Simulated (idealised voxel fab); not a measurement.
voxel gate over fins: a process module
Square cell edge 5 nm, section width 215 nm, ID cut.
Reading order for cross-sections: top band down to bottom band. Underlying form: a grid of square cells. Band size: one or more rows of cells.
It is stipulated that each band's entry specify, in nanometres, the height of the top of the band and then that of its bottom, followed by the materials of the band in left-to-right sequence, each together with its width in nanometres. A single material marked by the word "edge to edge" is understood to fill the band from edge to edge; the word "air" is understood to denote empty space.
Beneath 0, the wafer as received is one material, and that level is where height counting begins. The lowest band goes on downward without a bottom; it is written like "0..down".
Width "30->40": first value at the band's top row of cells, second value at its bottom row, equal change from row to row.
It should be understood that the words "nothing changed", when stated for a given step, signify that the cross-section underwent no change in any of its cells during that step.
Enclosed voids (no open way to top), threshold 8 cells or more, entry "Closed internal cavities", notation width x height at distance, distance from left edge, nm.
Where a step's line continues beyond its settings, the continuation is a remark by the simulator itself on that step.
What "overlay nm" on a step's line means: if the step has a mask, that mask lay this far to the right of its planned place, or, when the value is negative, to the left.

# So here's the lineup of process steps we planned
1. op RECEIVE | material Si
2. op CONFORMAL_DEP | material SiN | thk nm 10
3. op DIRECTIONAL_DEP | material aC | thk nm 10
4. op PATTERN | tone cover | mask id FINS | material resist | width nm 15 | pitch nm 35 | thk nm 30 | overlay nm 0
5. op DIRECTIONAL_ETCH | etch materials aC | depth nm 10
6. op STRIP | etch materials resist
7. op DIRECTIONAL_ETCH | etch materials SiN | depth nm 10
8. op DIRECTIONAL_ETCH | etch materials Si | depth nm 35
9. op STRIP | etch materials aC
10. op FILL_DEP | material SiO2 | thk nm 15
11. op CMP | height nm 10
12. op SELECTIVE_ETCH | etch materials SiO2 | depth nm 20
13. op STRIP | etch materials SiN
14. op CONFORMAL_DEP | material HfO2 | thk nm 5
15. op CONFORMAL_DEP | material TiN | thk nm 5
16. op CONFORMAL_DEP | material TiAl | thk nm 5
17. op CONFORMAL_DEP | material TiN | thk nm 5
18. op FILL_DEP | material W | thk nm 10
19. op CMP | height nm 25
20. op CONFORMAL_DEP | material SiN | thk nm 10

# Cross-section of the wafer upon arrival, representing the state reached after step 1
> 0..down  Si edge to edge
> Closed internal cavities: none

# The cross-section shown corresponds to the wafer at the conclusion of the module. The initial structure and the process plan are those presented above; however, one mistake occurred in executing the plan
> 35..25  SiN edge to edge
> 25..20  W edge to edge
> 20..15  W=60; TiN=90; W=65
> 15..10  W=60; TiN=5; TiAl=80; TiN=5; W=65
> 10..5  W=60; TiN=5; TiAl=5; TiN=70; TiAl=5; TiN=5; W=65
> 5..0  W=60; TiN=5; TiAl=5; TiN=5; HfO2=25; TiN=10; HfO2=25; TiN=5; TiAl=5; TiN=5; W=65
> 0..-10  W=60; TiN=5; TiAl=5; TiN=5; HfO2=5; Si=15; HfO2=5; TiN=10; HfO2=5; Si=15; HfO2=5; TiN=5; TiAl=5; TiN=5; W=65
> -10..-15  TiN=65; TiAl=5; TiN=5; HfO2=5; Si=15; HfO2=5; TiN=10; HfO2=5; Si=15; HfO2=5; TiN=5; TiAl=5; TiN=70
> -15..-20  TiAl=70; TiN=5; HfO2=5; Si=15; HfO2=5; TiN=10; HfO2=5; Si=15; HfO2=5; TiN=5; TiAl=75
> -20..-25  TiN=75; HfO2=5; Si=15; HfO2=5; TiN=10; HfO2=5; Si=15; HfO2=5; TiN=80
> -25..-30  HfO2=80; Si=15; HfO2=20; Si=15; HfO2=85
> -30..-35  SiO2=80; Si=15; SiO2=20; Si=15; SiO2=85
> -35..down  Si edge to edge
> Closed internal cavities: none
The mistake made against the process plan was this: yeah, plan step 12 got run twice
